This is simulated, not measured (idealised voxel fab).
The name of this process module is voxel air gaps.
Square cells of 5 nm make up the cross-section cut, whose width is 250 nm.
Cross-section = grid of square cells, listed top down in bands; band = one or more rows.
Each band's line starts with the height of the band's top and of its bottom, in nm. Then come its materials from left to right, each with its width in nm. One material with "everywhere" fills the band from edge to edge. "empty" is empty space.
Counting heights begins at 0, where everything beneath is, in the wafer as received, one material. The lowest band has no bottom; it goes on downwards, as "0 nm and below" shows.
When a width is written as two numbers, as in "30->40", the first number is the width in the top row of cells of the band and the second is the width in its bottom row, and the width changes by the same amount from each row to the next.
The designation "nothing got changed", where it is given for a processing step, indicates that no cell of the cross-section was altered in the course of that step.
The entry titled "Enclosed internal voids" provides the empty spaces that have no open way to the top, restricted to those of 8 cells or more. Each is presented as width x height at distance, the distance being measured from the left edge, with all three in nm.
Text after the settings on a step's line: the simulator's own remark on that step.
You can add "overlay nm" to a step's line. For a step with a mask, it describes how far the mask lay to the right of its planned position, and a negative number describes a lay to the left.
Note: before/after cross-section pairs follow, one process step per pair, after-side truncated at the lowest changed band, step and settings given beneath. Different runs of this module on the same starting wafer may supply the pairs; a pair continues the one above only where the "State on entry" entry says so.

State on entry
  0 nm and below: Si everywhere
  Enclosed internal voids: none

Section After Processing
  10 nm to 0 nm: SiO2 everywhere
  Lower than 0, everything is as it was.
  Enclosed internal voids: none
Step linking the sections shown: CONFORMAL_DEP with material SiO2, thk nm 10

State on entry: after-step cross-section of the pair just above applies.

Section After Processing
  15 nm to 10 nm: SiN everywhere
  Lower than 10, everything is as it was.
  Enclosed internal voids: none
Step linking the sections shown: CONFORMAL_DEP with material SiN, thk nm 5

State on entry: after-step cross-section of the pair just above applies.

Section After Processing
  45 nm to 15 nm: SiO2 everywhere
  Lower than 15, everything is as it was.
  Enclosed internal voids: none
Step linking the sections shown: DIRECTIONAL_DEP with material SiO2, thk nm 30

State on entry: after-step cross-section of the pair just above applies.

Section After Processing
  65 nm to 45 nm: 30 of resist / 25 of empty / 30 of resist / 25 of empty / 30 of resist / 25 of empty / 30 of resist / 25 of empty / 30 of resist
  Lower than 45, everything is as it was.
  Enclosed internal voids: none
Step linking the sections shown: PATTERN with tone open, mask id LINES, material resist, width nm 25, pitch nm 55, thk nm 20, overlay nm 0

State on entry: after-step cross-section of the pair just above applies.

Section After Processing
  65 nm to 45 nm: 30 of resist / 25 of empty / 30 of resist / 25 of empty / 30 of resist / 25 of empty / 30 of resist / 25 of empty / 30 of resist
  45 nm to 15 nm: 30 of SiO2 / 25 of empty / 30 of SiO2 / 25 of empty / 30 of SiO2 / 25 of empty / 30 of SiO2 / 25 of empty / 30 of SiO2
  Lower than 15, everything is as it was.
  Enclosed internal voids: none
Step linking the sections shown: DIRECTIONAL_ETCH with etch materials SiO2, depth nm 30

State on entry: after-step cross-section of the pair just above applies.

Section After Processing
  45 nm to 15 nm: 30 of SiO2 / 25 of empty / 30 of SiO2 / 25 of empty / 30 of SiO2 / 25 of empty / 30 of SiO2 / 25 of empty / 30 of SiO2
  Lower than 15, everything is as it was.
  Enclosed internal voids: none
Step linking the sections shown: STRIP with etch materials resist

State on entry: after-step cross-section of the pair just above applies.

Section After Processing
  50 nm to 45 nm: 35 of TiN / 15 of empty / 40 of TiN / 15 of empty / 40 of TiN / 15 of empty / 40 of TiN / 15 of empty / 35 of TiN
  45 nm to 20 nm: 30 of SiO2 / 5 of TiN / 15 of empty / 5 of TiN / 30 of SiO2 / 5 of TiN / 15 of empty / 5 of TiN / 30 of SiO2 / 5 of TiN / 15 of empty / 5 of TiN / 30 of SiO2 / 5 of TiN / 15 of empty / 5 of TiN / 30 of SiO2
  20 nm to 15 nm: 30 of SiO2 / 25 of TiN / 30 of SiO2 / 25 of TiN / 30 of SiO2 / 25 of TiN / 30 of SiO2 / 25 of TiN / 30 of SiO2
  Lower than 15, everything is as it was.
  Enclosed internal voids: none
Step linking the sections shown: CONFORMAL_DEP with material TiN, thk nm 5

State on entry: after-step cross-section of the pair just above applies.

Section After Processing
  55 nm to 50 nm: W everywhere
  50 nm to 45 nm: 35 of TiN / 15 of W / 40 of TiN / 15 of W / 40 of TiN / 15 of W / 40 of TiN / 15 of W / 35 of TiN
  45 nm to 20 nm: 30 of SiO2 / 5 of TiN / 15 of W / 5 of TiN / 30 of SiO2 / 5 of TiN / 15 of W / 5 of TiN / 30 of SiO2 / 5 of TiN / 15 of W / 5 of TiN / 30 of SiO2 / 5 of TiN / 15 of W / 5 of TiN / 30 of SiO2
  Lower than 20, everything is as it was.
  Enclosed internal voids: none
Step linking the sections shown: FILL_DEP with material W, thk nm 5

State on entry: after-step cross-section of the pair just above applies.

Section After Processing
  45 nm to 20 nm: 30 of SiO2 / 5 of TiN / 15 of W / 5 of TiN / 30 of SiO2 / 5 of TiN / 15 of W / 5 of TiN / 30 of SiO2 / 5 of TiN / 15 of W / 5 of TiN / 30 of SiO2 / 5 of TiN / 15 of W / 5 of TiN / 30 of SiO2
  Lower than 20, everything is as it was.
  Enclosed internal voids: none
Step linking the sections shown: CMP with height nm 45

State on entry: after-step cross-section of the pair just above applies.

Section After Processing
  55 nm to 45 nm: 20 of empty / 45 of Ru / 10 of empty / 45 of Ru / 10 of empty / 45 of Ru / 10 of empty / 45 of Ru / 20 of empty
  Lower than 45, everything is as it was.
  Enclosed internal voids: none
Step linking the sections shown: EPI with material Ru, thk nm 10

State on entry: after-step cross-section of the pair just above applies.

Section After Processing
  55 nm to 45 nm: 20 of empty / 45 of Ru / 10 of empty / 45 of Ru / 10 of empty / 45 of Ru / 10 of empty / 45 of Ru / 20 of empty
  45 nm to 20 nm: 30 of empty / 5 of TiN / 15 of W / 5 of TiN / 30 of empty / 5 of TiN / 15 of W / 5 of TiN / 30 of empty / 5 of TiN / 15 of W / 5 of TiN / 30 of empty / 5 of TiN / 15 of W / 5 of TiN / 30 of empty
  20 nm to 15 nm: 30 of empty / 25 of TiN / 30 of empty / 25 of TiN / 30 of empty / 25 of TiN / 30 of empty / 25 of TiN / 30 of empty
  Lower than 15, everything is as it was.
  Enclosed internal voids: none
Step linking the sections shown: SELECTIVE_ETCH with etch materials SiO2, depth nm 40

State on entry: after-step cross-section of the pair just above applies.

Section After Processing
  60 nm to 55 nm: 15 of empty / 220 of SiCN / 15 of empty
  55 nm to 45 nm: 15 of empty / 5 of SiCN / 45 of Ru / 10 of SiCN / 45 of Ru / 10 of SiCN / 45 of Ru / 10 of SiCN / 45 of Ru / 5 of SiCN / 15 of empty
  45 nm to 40 nm: 15 of empty / 15 of SiCN / 5 of TiN / 15 of W / 5 of TiN / 30 of SiCN / 5 of TiN / 15 of W / 5 of TiN / 30 of SiCN / 5 of TiN / 15 of W / 5 of TiN / 30 of SiCN / 5 of TiN / 15 of W / 5 of TiN / 15 of SiCN / 15 of empty
  40 nm to 20 nm: 25 of empty / 5 of SiCN / 5 of TiN / 15 of W / 5 of TiN / 5 of SiCN / 20 of empty / 5 of SiCN / 5 of TiN / 15 of W / 5 of TiN / 5 of SiCN / 20 of empty / 5 of SiCN / 5 of TiN / 15 of W / 5 of TiN / 5 of SiCN / 20 of empty / 5 of SiCN / 5 of TiN / 15 of W / 5 of TiN / 5 of SiCN / 25 of empty
  20 nm to 15 nm: 30 of SiCN / 25 of TiN / 30 of SiCN / 25 of TiN / 30 of SiCN / 25 of TiN / 30 of SiCN / 25 of TiN / 30 of SiCN
  Lower than 15, everything is as it was.
  Enclosed internal voids: 20 x 20 at 60; 20 x 20 at 115; 20 x 20 at 170
Step linking the sections shown: CONFORMAL_DEP with material SiCN, thk nm 5

State on entry
  10 nm to 0 nm: SiO2 everywhere
  0 nm and below: Si everywhere
  Enclosed internal voids: none

Section After Processing
  40 nm to 0 nm: SiO2 everywhere
  Lower than 0, everything is as it was.
  Enclosed internal voids: none
Step linking the sections shown: DIRECTIONAL_DEP with material SiO2, thk nm 30

State on entry: after-step cross-section of the pair just above applies.

Section After Processing
  60 nm to 40 nm: 30 of resist / 25 of empty / 30 of resist / 25 of empty / 30 of resist / 25 of empty / 30 of resist / 25 of empty / 30 of resist
  Lower than 40, everything is as it was.
  Enclosed internal voids: none
Step linking the sections shown: PATTERN with tone open, mask id LINES, material resist, width nm 25, pitch nm 55, thk nm 20, overlay nm 0

State on entry: after-step cross-section of the pair just above applies.

Section After Processing
  60 nm to 40 nm: 30 of resist / 25 of empty / 30 of resist / 25 of empty / 30 of resist / 25 of empty / 30 of resist / 25 of empty / 30 of resist
  40 nm to 10 nm: 30 of SiO2 / 25 of empty / 30 of SiO2 / 25 of empty / 30 of SiO2 / 25 of empty / 30 of SiO2 / 25 of empty / 30 of SiO2
  Lower than 10, everything is as it was.
  Enclosed internal voids: none
Step linking the sections shown: DIRECTIONAL_ETCH with etch materials SiO2, depth nm 30

State on entry: after-step cross-section of the pair just above applies.

Section After Processing
  40 nm to 10 nm: 30 of SiO2 / 25 of empty / 30 of SiO2 / 25 of empty / 30 of SiO2 / 25 of empty / 30 of SiO2 / 25 of empty / 30 of SiO2
  Lower than 10, everything is as it was.
  Enclosed internal voids: none
Step linking the sections shown: STRIP with etch materials resist

State on entry: after-step cross-section of the pair just above applies.

Section After Processing
  45 nm to 40 nm: 35 of TiN / 15 of empty / 40 of TiN / 15 of empty / 40 of TiN / 15 of empty / 40 of TiN / 15 of empty / 35 of TiN
  40 nm to 15 nm: 30 of SiO2 / 5 of TiN / 15 of empty / 5 of TiN / 30 of SiO2 / 5 of TiN / 15 of empty / 5 of TiN / 30 of SiO2 / 5 of TiN / 15 of empty / 5 of TiN / 30 of SiO2 / 5 of TiN / 15 of empty / 5 of TiN / 30 of SiO2
  15 nm to 10 nm: 30 of SiO2 / 25 of TiN / 30 of SiO2 / 25 of TiN / 30 of SiO2 / 25 of TiN / 30 of SiO2 / 25 of TiN / 30 of SiO2
  Lower than 10, everything is as it was.
  Enclosed internal voids: none
Step linking the sections shown: CONFORMAL_DEP with material TiN, thk nm 5

State on entry: after-step cross-section of the pair just above applies.

Section After Processing
  50 nm to 45 nm: W everywhere
  45 nm to 40 nm: 35 of TiN / 15 of W / 40 of TiN / 15 of W / 40 of TiN / 15 of W / 40 of TiN / 15 of W / 35 of TiN
  40 nm to 15 nm: 30 of SiO2 / 5 of TiN / 15 of W / 5 of TiN / 30 of SiO2 / 5 of TiN / 15 of W / 5 of TiN / 30 of SiO2 / 5 of TiN / 15 of W / 5 of TiN / 30 of SiO2 / 5 of TiN / 15 of W / 5 of TiN / 30 of SiO2
  Lower than 15, everything is as it was.
  Enclosed internal voids: none
Step linking the sections shown: FILL_DEP with material W, thk nm 5

State on entry: after-step cross-section of the pair just above applies.

Section After Processing
  45 nm to 40 nm: 35 of TiN / 15 of W / 40 of TiN / 15 of W / 40 of TiN / 15 of W / 40 of TiN / 15 of W / 35 of TiN
  Lower than 40, everything is as it was.
  Enclosed internal voids: none
Step linking the sections shown: CMP with height nm 45

State on entry: after-step cross-section of the pair just above applies.

Section After Processing
  55 nm to 45 nm: Ru everywhere
  Lower than 45, everything is as it was.
  Enclosed internal voids: none
Step linking the sections shown: EPI with material Ru, thk nm 10

State on entry: after-step cross-section of the pair just above applies.

Section After Processing
  60 nm to 55 nm: SiCN everywhere
  Lower than 55, everything is as it was.
  Enclosed internal voids: none
Step linking the sections shown: CONFORMAL_DEP with material SiCN, thk nm 5

State on entry
  55 nm to 45 nm: 20 of empty / 45 of Ru / 10 of empty / 45 of Ru / 10 of empty / 45 of Ru / 10 of empty / 45 of Ru / 20 of empty
  45 nm to 20 nm: 30 of SiO2 / 5 of TiN / 15 of W / 5 of TiN / 30 of SiO2 / 5 of TiN / 15 of W / 5 of TiN / 30 of SiO2 / 5 of TiN / 15 of W / 5 of TiN / 30 of SiO2 / 5 of TiN / 15 of W / 5 of TiN / 30 of SiO2
  20 nm to 15 nm: 30 of SiO2 / 25 of TiN / 30 of SiO2 / 25 of TiN / 30 of SiO2 / 25 of TiN / 30 of SiO2 / 25 of TiN / 30 of SiO2
  15 nm to 10 nm: SiN everywhere
  10 nm to 0 nm: SiO2 everywhere
  0 nm and below: Si everywhere
  Enclosed internal voids: none

Section After Processing
  65 nm to 45 nm: 10 of empty / 230 of Ru / 10 of empty
  Lower than 45, everything is as it was.
  Enclosed internal voids: none
Step linking the sections shown: EPI with material Ru, thk nm 10

State on entry: after-step cross-section of the pair just above applies.

Section After Processing
  65 nm to 45 nm: 10 of empty / 230 of Ru / 10 of empty
  45 nm to 20 nm: 30 of empty / 5 of TiN / 15 of W / 5 of TiN / 30 of SiO2 / 5 of TiN / 15 of W / 5 of TiN / 30 of SiO2 / 5 of TiN / 15 of W / 5 of TiN / 30 of SiO2 / 5 of TiN / 15 of W / 5 of TiN / 30 of empty
  20 nm to 15 nm: 30 of empty / 25 of TiN / 30 of SiO2 / 25 of TiN / 30 of SiO2 / 25 of TiN / 30 of SiO2 / 25 of TiN / 30 of empty
  Lower than 15, everything is as it was.
  Enclosed internal voids: none
Step linking the sections shown: SELECTIVE_ETCH with etch materials SiO2, depth nm 40

State on entry: after-step cross-section of the pair just above applies.

Section After Processing
  70 nm to 65 nm: 5 of empty / 240 of SiCN / 5 of empty
  65 nm to 45 nm: 5 of empty / 5 of SiCN / 230 of Ru / 5 of SiCN / 5 of empty
  45 nm to 40 nm: 5 of empty / 25 of SiCN / 5 of TiN / 15 of W / 5 of TiN / 30 of SiO2 / 5 of TiN / 15 of W / 5 of TiN / 30 of SiO2 / 5 of TiN / 15 of W / 5 of TiN / 30 of SiO2 / 5 of TiN / 15 of W / 5 of TiN / 25 of SiCN / 5 of empty
  40 nm to 20 nm: 25 of empty / 5 of SiCN / 5 of TiN / 15 of W / 5 of TiN / 30 of SiO2 / 5 of TiN / 15 of W / 5 of TiN / 30 of SiO2 / 5 of TiN / 15 of W / 5 of TiN / 30 of SiO2 / 5 of TiN / 15 of W / 5 of TiN / 5 of SiCN / 25 of empty
  20 nm to 15 nm: 30 of SiCN / 25 of TiN / 30 of SiO2 / 25 of TiN / 30 of SiO2 / 25 of TiN / 30 of SiO2 / 25 of TiN / 30 of SiCN
  Lower than 15, everything is as it was.
  Enclosed internal voids: none
Step linking the sections shown: CONFORMAL_DEP with material SiCN, thk nm 5

State on entry
  0 nm and below: Si everywhere
  Enclosed internal voids: none

Section After Processing
  5 nm to 0 nm: SiN everywhere
  Lower than 0, everything is as it was.
  Enclosed internal voids: none
Step linking the sections shown: CONFORMAL_DEP with material SiN, thk nm 5

State on entry: after-step cross-section of the pair just above applies.

Section After Processing
  15 nm to 5 nm: SiO2 everywhere
  Lower than 5, everything is as it was.
  Enclosed internal voids: none
Step linking the sections shown: CONFORMAL_DEP with material SiO2, thk nm 10

State on entry: after-step cross-section of the pair just above applies.

Section After Processing
  45 nm to 5 nm: SiO2 everywhere
  Lower than 5, everything is as it was.
  Enclosed internal voids: none
Step linking the sections shown: DIRECTIONAL_DEP with material SiO2, thk nm 30

State on entry: after-step cross-section of the pair just above applies.

Section After Processing
  65 nm to 45 nm: 30 of resist / 25 of empty / 30 of resist / 25 of empty / 30 of resist / 25 of empty / 30 of resist / 25 of empty / 30 of resist
  Lower than 45, everything is as it was.
  Enclosed internal voids: none
Step linking the sections shown: PATTERN with tone open, mask id LINES, material resist, width nm 25, pitch nm 55, thk nm 20, overlay nm 0

State on entry: after-step cross-section of the pair just above applies.

Section After Processing
  65 nm to 45 nm: 30 of resist / 25 of empty / 30 of resist / 25 of empty / 30 of resist / 25 of empty / 30 of resist / 25 of empty / 30 of resist
  45 nm to 15 nm: 30 of SiO2 / 25 of empty / 30 of SiO2 / 25 of empty / 30 of SiO2 / 25 of empty / 30 of SiO2 / 25 of empty / 30 of SiO2
  Lower than 15, everything is as it was.
  Enclosed internal voids: none
Step linking the sections shown: DIRECTIONAL_ETCH with etch materials SiO2, depth nm 30

State on entry: after-step cross-section of the pair just above applies.

Section After Processing
  45 nm to 15 nm: 30 of SiO2 / 25 of empty / 30 of SiO2 / 25 of empty / 30 of SiO2 / 25 of empty / 30 of SiO2 / 25 of empty / 30 of SiO2
  Lower than 15, everything is as it was.
  Enclosed internal voids: none
Step linking the sections shown: STRIP with etch materials resist

State on entry: after-step cross-section of the pair just above applies.

Section After Processing
  50 nm to 45 nm: 35 of TiN / 15 of empty / 40 of TiN / 15 of empty / 40 of TiN / 15 of empty / 40 of TiN / 15 of empty / 35 of TiN
  45 nm to 20 nm: 30 of SiO2 / 5 of TiN / 15 of empty / 5 of TiN / 30 of SiO2 / 5 of TiN / 15 of empty / 5 of TiN / 30 of SiO2 / 5 of TiN / 15 of empty / 5 of TiN / 30 of SiO2 / 5 of TiN / 15 of empty / 5 of TiN / 30 of SiO2
  20 nm to 15 nm: 30 of SiO2 / 25 of TiN / 30 of SiO2 / 25 of TiN / 30 of SiO2 / 25 of TiN / 30 of SiO2 / 25 of TiN / 30 of SiO2
  Lower than 15, everything is as it was.
  Enclosed internal voids: none
Step linking the sections shown: CONFORMAL_DEP with material TiN, thk nm 5

State on entry: after-step cross-section of the pair just above applies.

Section After Processing
  55 nm to 50 nm: W everywhere
  50 nm to 45 nm: 35 of TiN / 15 of W / 40 of TiN / 15 of W / 40 of TiN / 15 of W / 40 of TiN / 15 of W / 35 of TiN
  45 nm to 20 nm: 30 of SiO2 / 5 of TiN / 15 of W / 5 of TiN / 30 of SiO2 / 5 of TiN / 15 of W / 5 of TiN / 30 of SiO2 / 5 of TiN / 15 of W / 5 of TiN / 30 of SiO2 / 5 of TiN / 15 of W / 5 of TiN / 30 of SiO2
  Lower than 20, everything is as it was.
  Enclosed internal voids: none
Step linking the sections shown: FILL_DEP with material W, thk nm 5

State on entry: after-step cross-section of the pair just above applies.

Section After Processing
  45 nm to 20 nm: 30 of SiO2 / 5 of TiN / 15 of W / 5 of TiN / 30 of SiO2 / 5 of TiN / 15 of W / 5 of TiN / 30 of SiO2 / 5 of TiN / 15 of W / 5 of TiN / 30 of SiO2 / 5 of TiN / 15 of W / 5 of TiN / 30 of SiO2
  Lower than 20, everything is as it was.
  Enclosed internal voids: none
Step linking the sections shown: CMP with height nm 45

State on entry: after-step cross-section of the pair just above applies.

Section After Processing
  55 nm to 45 nm: 20 of empty / 45 of Ru / 10 of empty / 45 of Ru / 10 of empty / 45 of Ru / 10 of empty / 45 of Ru / 20 of empty
  Lower than 45, everything is as it was.
  Enclosed internal voids: none
Step linking the sections shown: EPI with material Ru, thk nm 10

State on entry: after-step cross-section of the pair just above applies.

Section After Processing
  55 nm to 45 nm: 20 of empty / 45 of Ru / 10 of empty / 45 of Ru / 10 of empty / 45 of Ru / 10 of empty / 45 of Ru / 20 of empty
  45 nm to 20 nm: 30 of empty / 5 of TiN / 15 of W / 5 of TiN / 30 of empty / 5 of TiN / 15 of W / 5 of TiN / 30 of empty / 5 of TiN / 15 of W / 5 of TiN / 30 of empty / 5 of TiN / 15 of W / 5 of TiN / 30 of empty
  20 nm to 15 nm: 30 of empty / 25 of TiN / 30 of empty / 25 of TiN / 30 of empty / 25 of TiN / 30 of empty / 25 of TiN / 30 of empty
  15 nm to 5 nm: 40 of empty / 5 of SiO2 / 50 of empty / 5 of SiO2 / 50 of empty / 5 of SiO2 / 50 of empty / 5 of SiO2 / 40 of empty
  Lower than 5, everything is as it was.
  Enclosed internal voids: none
Step linking the sections shown: SELECTIVE_ETCH with etch materials SiO2, depth nm 40

State on entry: after-step cross-section of the pair just above applies.

Section After Processing
  60 nm to 55 nm: 15 of empty / 220 of SiCN / 15 of empty
  55 nm to 45 nm: 15 of empty / 5 of SiCN / 45 of Ru / 10 of SiCN / 45 of Ru / 10 of SiCN / 45 of Ru / 10 of SiCN / 45 of Ru / 5 of SiCN / 15 of empty
  45 nm to 40 nm: 15 of empty / 15 of SiCN / 5 of TiN / 15 of W / 5 of TiN / 30 of SiCN / 5 of TiN / 15 of W / 5 of TiN / 30 of SiCN / 5 of TiN / 15 of W / 5 of TiN / 30 of SiCN / 5 of TiN / 15 of W / 5 of TiN / 15 of SiCN / 15 of empty
  40 nm to 20 nm: 25 of empty / 5 of SiCN / 5 of TiN / 15 of W / 5 of TiN / 5 of SiCN / 20 of empty / 5 of SiCN / 5 of TiN / 15 of W / 5 of TiN / 5 of SiCN / 20 of empty / 5 of SiCN / 5 of TiN / 15 of W / 5 of TiN / 5 of SiCN / 20 of empty / 5 of SiCN / 5 of TiN / 15 of W / 5 of TiN / 5 of SiCN / 25 of empty
  20 nm to 15 nm: 25 of empty / 5 of SiCN / 25 of TiN / 5 of SiCN / 20 of empty / 5 of SiCN / 25 of TiN / 5 of SiCN / 20 of empty / 5 of SiCN / 25 of TiN / 5 of SiCN / 20 of empty / 5 of SiCN / 25 of TiN / 5 of SiCN / 25 of empty
  15 nm to 10 nm: 25 of empty / 15 of SiCN / 5 of SiO2 / 15 of SiCN / 20 of empty / 15 of SiCN / 5 of SiO2 / 15 of SiCN / 20 of empty / 15 of SiCN / 5 of SiO2 / 15 of SiCN / 20 of empty / 15 of SiCN / 5 of SiO2 / 15 of SiCN / 25 of empty
  10 nm to 5 nm: 40 of SiCN / 5 of SiO2 / 50 of SiCN / 5 of SiO2 / 50 of SiCN / 5 of SiO2 / 50 of SiCN / 5 of SiO2 / 40 of SiCN
  Lower than 5, everything is as it was.
  Enclosed internal voids: 20 x 30 at 60; 20 x 30 at 115; 20 x 30 at 170
Step linking the sections shown: CONFORMAL_DEP with material SiCN, thk nm 5

State on entry
  10 nm to 0 nm: SiO2 everywhere
  0 nm and below: Si everywhere
  Enclosed internal voids: none

Section After Processing
  25 nm to 10 nm: SiN everywhere
  Lower than 10, everything is as it was.
  Enclosed internal voids: none
Step linking the sections shown: CONFORMAL_DEP with material SiN, thk nm 15

State on entry: after-step cross-section of the pair just above applies.

Section After Processing
  55 nm to 25 nm: SiO2 everywhere
  Lower than 25, everything is as it was.
  Enclosed internal voids: none
Step linking the sections shown: DIRECTIONAL_DEP with material SiO2, thk nm 30

State on entry: after-step cross-section of the pair just above applies.

Section After Processing
  75 nm to 55 nm: 30 of resist / 25 of empty / 30 of resist / 25 of empty / 30 of resist / 25 of empty / 30 of resist / 25 of empty / 30 of resist
  Lower than 55, everything is as it was.
  Enclosed internal voids: none
Step linking the sections shown: PATTERN with tone open, mask id LINES, material resist, width nm 25, pitch nm 55, thk nm 20, overlay nm 0

State on entry: after-step cross-section of the pair just above applies.

Section After Processing
  75 nm to 55 nm: 30 of resist / 25 of empty / 30 of resist / 25 of empty / 30 of resist / 25 of empty / 30 of resist / 25 of empty / 30 of resist
  55 nm to 25 nm: 30 of SiO2 / 25 of empty / 30 of SiO2 / 25 of empty / 30 of SiO2 / 25 of empty / 30 of SiO2 / 25 of empty / 30 of SiO2
  Lower than 25, everything is as it was.
  Enclosed internal voids: none
Step linking the sections shown: DIRECTIONAL_ETCH with etch materials SiO2, depth nm 30

State on entry: after-step cross-section of the pair just above applies.

Section After Processing
  55 nm to 25 nm: 30 of SiO2 / 25 of empty / 30 of SiO2 / 25 of empty / 30 of SiO2 / 25 of empty / 30 of SiO2 / 25 of empty / 30 of SiO2
  Lower than 25, everything is as it was.
  Enclosed internal voids: none
Step linking the sections shown: STRIP with etch materials resist

State on entry: after-step cross-section of the pair just above applies.

Section After Processing
  60 nm to 55 nm: 35 of TiN / 15 of empty / 40 of TiN / 15 of empty / 40 of TiN / 15 of empty / 40 of TiN / 15 of empty / 35 of TiN
  55 nm to 30 nm: 30 of SiO2 / 5 of TiN / 15 of empty / 5 of TiN / 30 of SiO2 / 5 of TiN / 15 of empty / 5 of TiN / 30 of SiO2 / 5 of TiN / 15 of empty / 5 of TiN / 30 of SiO2 / 5 of TiN / 15 of empty / 5 of TiN / 30 of SiO2
  30 nm to 25 nm: 30 of SiO2 / 25 of TiN / 30 of SiO2 / 25 of TiN / 30 of SiO2 / 25 of TiN / 30 of SiO2 / 25 of TiN / 30 of SiO2
  Lower than 25, everything is as it was.
  Enclosed internal voids: none
Step linking the sections shown: CONFORMAL_DEP with material TiN, thk nm 5

State on entry: after-step cross-section of the pair just above applies.

Section After Processing
  65 nm to 60 nm: W everywhere
  60 nm to 55 nm: 35 of TiN / 15 of W / 40 of TiN / 15 of W / 40 of TiN / 15 of W / 40 of TiN / 15 of W / 35 of TiN
  55 nm to 30 nm: 30 of SiO2 / 5 of TiN / 15 of W / 5 of TiN / 30 of SiO2 / 5 of TiN / 15 of W / 5 of TiN / 30 of SiO2 / 5 of TiN / 15 of W / 5 of TiN / 30 of SiO2 / 5 of TiN / 15 of W / 5 of TiN / 30 of SiO2
  Lower than 30, everything is as it was.
  Enclosed internal voids: none
Step linking the sections shown: FILL_DEP with material W, thk nm 5

State on entry: after-step cross-section of the pair just above applies.

Section After Processing
  45 nm to 30 nm: 30 of SiO2 / 5 of TiN / 15 of W / 5 of TiN / 30 of SiO2 / 5 of TiN / 15 of W / 5 of TiN / 30 of SiO2 / 5 of TiN / 15 of W / 5 of TiN / 30 of SiO2 / 5 of TiN / 15 of W / 5 of TiN / 30 of SiO2
  Lower than 30, everything is as it was.
  Enclosed internal voids: none
Step linking the sections shown: CMP with height nm 45

State on entry: after-step cross-section of the pair just above applies.

Section After Processing
  55 nm to 45 nm: 20 of empty / 45 of Ru / 10 of empty / 45 of Ru / 10 of empty / 45 of Ru / 10 of empty / 45 of Ru / 20 of empty
  Lower than 45, everything is as it was.
  Enclosed internal voids: none
Step linking the sections shown: EPI with material Ru, thk nm 10

State on entry: after-step cross-section of the pair just above applies.

Section After Processing
  55 nm to 45 nm: 20 of empty / 45 of Ru / 10 of empty / 45 of Ru / 10 of empty / 45 of Ru / 10 of empty / 45 of Ru / 20 of empty
  45 nm to 30 nm: 30 of empty / 5 of TiN / 15 of W / 5 of TiN / 30 of empty / 5 of TiN / 15 of W / 5 of TiN / 30 of empty / 5 of TiN / 15 of W / 5 of TiN / 30 of empty / 5 of TiN / 15 of W / 5 of TiN / 30 of empty
  30 nm to 25 nm: 30 of empty / 25 of TiN / 30 of empty / 25 of TiN / 30 of empty / 25 of TiN / 30 of empty / 25 of TiN / 30 of empty
  Lower than 25, everything is as it was.
  Enclosed internal voids: none
Step linking the sections shown: SELECTIVE_ETCH with etch materials SiO2, depth nm 40

State on entry: after-step cross-section of the pair just above applies.

Section After Processing
  60 nm to 55 nm: 15 of empty / 220 of SiCN / 15 of empty
  55 nm to 45 nm: 15 of empty / 5 of SiCN / 45 of Ru / 10 of SiCN / 45 of Ru / 10 of SiCN / 45 of Ru / 10 of SiCN / 45 of Ru / 5 of SiCN / 15 of empty
  45 nm to 40 nm: 15 of empty / 15 of SiCN / 5 of TiN / 15 of W / 5 of TiN / 30 of SiCN / 5 of TiN / 15 of W / 5 of TiN / 30 of SiCN / 5 of TiN / 15 of W / 5 of TiN / 30 of SiCN / 5 of TiN / 15 of W / 5 of TiN / 15 of SiCN / 15 of empty
  40 nm to 30 nm: 25 of empty / 5 of SiCN / 5 of TiN / 15 of W / 5 of TiN / 5 of SiCN / 20 of empty / 5 of SiCN / 5 of TiN / 15 of W / 5 of TiN / 5 of SiCN / 20 of empty / 5 of SiCN / 5 of TiN / 15 of W / 5 of TiN / 5 of SiCN / 20 of empty / 5 of SiCN / 5 of TiN / 15 of W / 5 of TiN / 5 of SiCN / 25 of empty
  30 nm to 25 nm: 30 of SiCN / 25 of TiN / 30 of SiCN / 25 of TiN / 30 of SiCN / 25 of TiN / 30 of SiCN / 25 of TiN / 30 of SiCN
  Lower than 25, everything is as it was.
  Enclosed internal voids: 20 x 10 at 60; 20 x 10 at 115; 20 x 10 at 170
Step linking the sections shown: CONFORMAL_DEP with material SiCN, thk nm 5

State on entry
  45 nm to 15 nm: SiO2 everywhere
  15 nm to 10 nm: SiN everywhere
  10 nm to 0 nm: SiO2 everywhere
  0 nm and below: Si everywhere
  Enclosed internal voids: none

Section After Processing
  65 nm to 45 nm: 35 of resist / 20 of empty / 35 of resist / 20 of empty / 35 of resist / 20 of empty / 35 of resist / 20 of empty / 30 of resist
  Lower than 45, everything is as it was.
  Enclosed internal voids: none
Step linking the sections shown: PATTERN with tone open, mask id LINES, material resist, width nm 20, pitch nm 55, thk nm 20, overlay nm 0

State on entry: after-step cross-section of the pair just above applies.

Section After Processing
  65 nm to 45 nm: 35 of resist / 20 of empty / 35 of resist / 20 of empty / 35 of resist / 20 of empty / 35 of resist / 20 of empty / 30 of resist
  45 nm to 15 nm: 35 of SiO2 / 20 of empty / 35 of SiO2 / 20 of empty / 35 of SiO2 / 20 of empty / 35 of SiO2 / 20 of empty / 30 of SiO2
  Lower than 15, everything is as it was.
  Enclosed internal voids: none
Step linking the sections shown: DIRECTIONAL_ETCH with etch materials SiO2, depth nm 30

State on entry: after-step cross-section of the pair just above applies.

Section After Processing
  45 nm to 15 nm: 35 of SiO2 / 20 of empty / 35 of SiO2 / 20 of empty / 35 of SiO2 / 20 of empty / 35 of SiO2 / 20 of empty / 30 of SiO2
  Lower than 15, everything is as it was.
  Enclosed internal voids: none
Step linking the sections shown: STRIP with etch materials resist

State on entry: after-step cross-section of the pair just above applies.

Section After Processing
  50 nm to 45 nm: 40 of TiN / 10 of empty / 45 of TiN / 10 of empty / 45 of TiN / 10 of empty / 45 of TiN / 10 of empty / 35 of TiN
  45 nm to 20 nm: 35 of SiO2 / 5 of TiN / 10 of empty / 5 of TiN / 35 of SiO2 / 5 of TiN / 10 of empty / 5 of TiN / 35 of SiO2 / 5 of TiN / 10 of empty / 5 of TiN / 35 of SiO2 / 5 of TiN / 10 of empty / 5 of TiN / 30 of SiO2
  20 nm to 15 nm: 35 of SiO2 / 20 of TiN / 35 of SiO2 / 20 of TiN / 35 of SiO2 / 20 of TiN / 35 of SiO2 / 20 of TiN / 30 of SiO2
  Lower than 15, everything is as it was.
  Enclosed internal voids: none
Step linking the sections shown: CONFORMAL_DEP with material TiN, thk nm 5
